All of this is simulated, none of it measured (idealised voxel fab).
Herein follows the process module entitled voxel capacitor over wiring.
Square cell edge 5 nm, section width 210 nm, ID cut.
A cross-section in this document is a grid of square cells, and it is written down as bands, the top band listed before the ones below it; a band is made up of one or more rows of cells. First you get the band's top height and its bottom height, in nm, and then the materials it's made of, left to right, with each width in nm. If you see a single material with "full width", that one covers the band edge to edge. "blank" is empty space. Counting heights begins at 0, where everything beneath is, in the wafer as received, one material. The lowest band has no bottom; it goes on downwards, as "0 down" shows. The notation "30 to 40" denotes a width that varies across the rows of cells in the band, beginning at the first number in the top row, finishing at the second number in the bottom row, and changing by an identical amount from each row to the next. "nothing was modified", as given for a step, is the statement that not any cell of the cross-section underwent a change during that step. Look at "Fully closed voids" for the closed voids: empty spaces with no open path to the top, sized 8 cells or up. Each is width x height at distance, distance from the left edge, all nm. Whatever follows a step's settings on its line is a remark the simulator itself makes about that step. Among the settings permitted on a step's line is "overlay nm"; applied to a step with a mask, it specifies the extent to which the mask lay to the right of its planned position, whereas a negative figure signifies a position to the left.

Intended process steps
1) RECEIVE, material Si
2) CONFORMAL_DEP, material SiO2, thk nm 15
3) CONFORMAL_DEP, material SiCN, thk nm 5
4) DIRECTIONAL_DEP, material SiO2, thk nm 20
5) PATTERN, tone open, mask id METAL_1, material resist, width nm 20, pitch nm 80, thk nm 15, overlay nm 0
6) DIRECTIONAL_ETCH, etch materials SiO2, depth nm 20
7) DIRECTIONAL_ETCH, etch materials SiCN, depth nm 5
8) STRIP, etch materials resist
9) CONFORMAL_DEP, material TiN, thk nm 5
10) FILL_DEP, material W, thk nm 10
11) CMP, height nm 40
12) EPI, material Ru, thk nm 5
13) FILL_DEP, material SiCN, thk nm 5
14) DIRECTIONAL_DEP, material lowk, thk nm 15
15) MASKED_ETCH, tone open, mask id PLUG_1, width nm 15, etch materials lowk, depth nm 15, overlay nm 0
16) MASKED_ETCH, tone open, mask id PLUG_1, width nm 15, etch materials SiCN, depth nm 5, overlay nm 0
17) EPI, material Ru, thk nm 10
18) EPI, material Ru, thk nm 10
19) DIRECTIONAL_DEP, material TiN, thk nm 5
20) DIRECTIONAL_DEP, material HfO2, thk nm 5
21) DIRECTIONAL_DEP, material TiN, thk nm 5
22) PATTERN, tone cover, mask id UPPER_PLATE, material resist, width nm 65, thk nm 20, overlay nm 0
23) DIRECTIONAL_ETCH, etch materials TiN, depth nm 5
24) DIRECTIONAL_ETCH, etch materials HfO2, depth nm 5
25) STRIP, etch materials resist
26) MASKED_ETCH, tone cover, mask id LOWER_PLATE, width nm 75, etch materials TiN, depth nm 5, overlay nm 0
27) FILL_DEP, material SiO2, thk nm 20
28) CMP, height nm 95
29) PATTERN, tone open, mask id PLUG_2, material resist, width nm 15, thk nm 20, overlay nm -15
30) DIRECTIONAL_ETCH, etch materials SiO2, depth nm 15
31) STRIP, etch materials resist
32) CONFORMAL_DEP, material TiN, thk nm 5
33) FILL_DEP, material Cu, thk nm 10
34) CMP, height nm 95
35) CONFORMAL_DEP, material SiN, thk nm 5
What sets these wafers apart? The overlay nm at step 29. They all start alike, and the plan carries the first wafer's value.

So this is the first of several wafers, cross-sectioned as it came to us, meaning it's at the end of step 1
	0 down = Si full width
	Fully closed voids: none

Quick look at the cross-section of the first of several wafers after step 35, which wraps up the module
	100 to 95 = SiN full width
	95 to 85 = 55 of SiO2 | 5 of TiN | 5 of Cu | 5 of TiN | 140 of SiO2
	85 to 75 = 55 to 60 of SiO2 | 15 to 65 of TiN | 140 to 85 of SiO2
	75 to 70 = 60 of SiO2 | 65 of HfO2 | 85 of SiO2
	70 to 65 = 55 of SiO2 | 75 of TiN | 80 of SiO2
	65 to 50 = 60 of lowk | 15 of Ru | 135 of lowk
	50 to 45 = 60 of SiCN | 15 of Ru | 135 of SiCN
	45 to 40 = 50 of SiCN | 30 of Ru | 50 of SiCN | 30 of Ru | 50 of SiCN
	40 to 20 = 55 of SiO2 | 5 of TiN | 10 of W | 5 of TiN | 60 of SiO2 | 5 of TiN | 10 of W | 5 of TiN | 55 of SiO2
	20 to 15 = 55 of SiCN | 20 of TiN | 60 of SiCN | 20 of TiN | 55 of SiCN
	15 to 0 = SiO2 full width
	0 down = Si full width
	Fully closed voids: none

The module's end: a cross-section of the last wafer
	100 to 95 = SiN full width
	95 to 85 = 85 of SiO2 | 5 of TiN | 5 of Cu | 5 of TiN | 110 of SiO2
	85 to 75 = 85 to 60 of SiO2 | 15 to 65 of TiN | 110 to 85 of SiO2
	75 to 70 = 60 of SiO2 | 65 of HfO2 | 85 of SiO2
	70 to 65 = 55 of SiO2 | 75 of TiN | 80 of SiO2
	65 to 50 = 60 of lowk | 15 of Ru | 135 of lowk
	50 to 45 = 60 of SiCN | 15 of Ru | 135 of SiCN
	45 to 40 = 50 of SiCN | 30 of Ru | 50 of SiCN | 30 of Ru | 50 of SiCN
	40 to 20 = 55 of SiO2 | 5 of TiN | 10 of W | 5 of TiN | 60 of SiO2 | 5 of TiN | 10 of W | 5 of TiN | 55 of SiO2
	20 to 15 = 55 of SiCN | 20 of TiN | 60 of SiCN | 20 of TiN | 55 of SiCN
	15 to 0 = SiO2 full width
	0 down = Si full width
	Fully closed voids: none

Where each wafer stands at the end of the module, a row apiece: cells of each material gained (+) or lost (-) since it was received, then closed voids
overlay nm -15, +2 Cu, +13 HfO2, +24 Ru, +103 SiCN, +42 SiN, +464 SiO2, +59 TiN, +16 W, +117 lowk, Fully closed voids: none
overlay nm -10, +2 Cu, +13 HfO2, +24 Ru, +103 SiCN, +42 SiN, +464 SiO2, +59 TiN, +16 W, +117 lowk, Fully closed voids: none
overlay nm -5, +2 Cu, +13 HfO2, +24 Ru, +103 SiCN, +42 SiN, +464 SiO2, +59 TiN, +16 W, +117 lowk, Fully closed voids: none
overlay nm 0, +2 Cu, +13 HfO2, +24 Ru, +103 SiCN, +42 SiN, +464 SiO2, +59 TiN, +16 W, +117 lowk, Fully closed voids: none
overlay nm 5, +2 Cu, +13 HfO2, +24 Ru, +103 SiCN, +42 SiN, +464 SiO2, +59 TiN, +16 W, +117 lowk, Fully closed voids: none
overlay nm 10, +2 Cu, +13 HfO2, +24 Ru, +103 SiCN, +42 SiN, +464 SiO2, +59 TiN, +16 W, +117 lowk, Fully closed voids: none
overlay nm 15, +2 Cu, +13 HfO2, +24 Ru, +103 SiCN, +42 SiN, +464 SiO2, +59 TiN, +16 W, +117 lowk, Fully closed voids: none
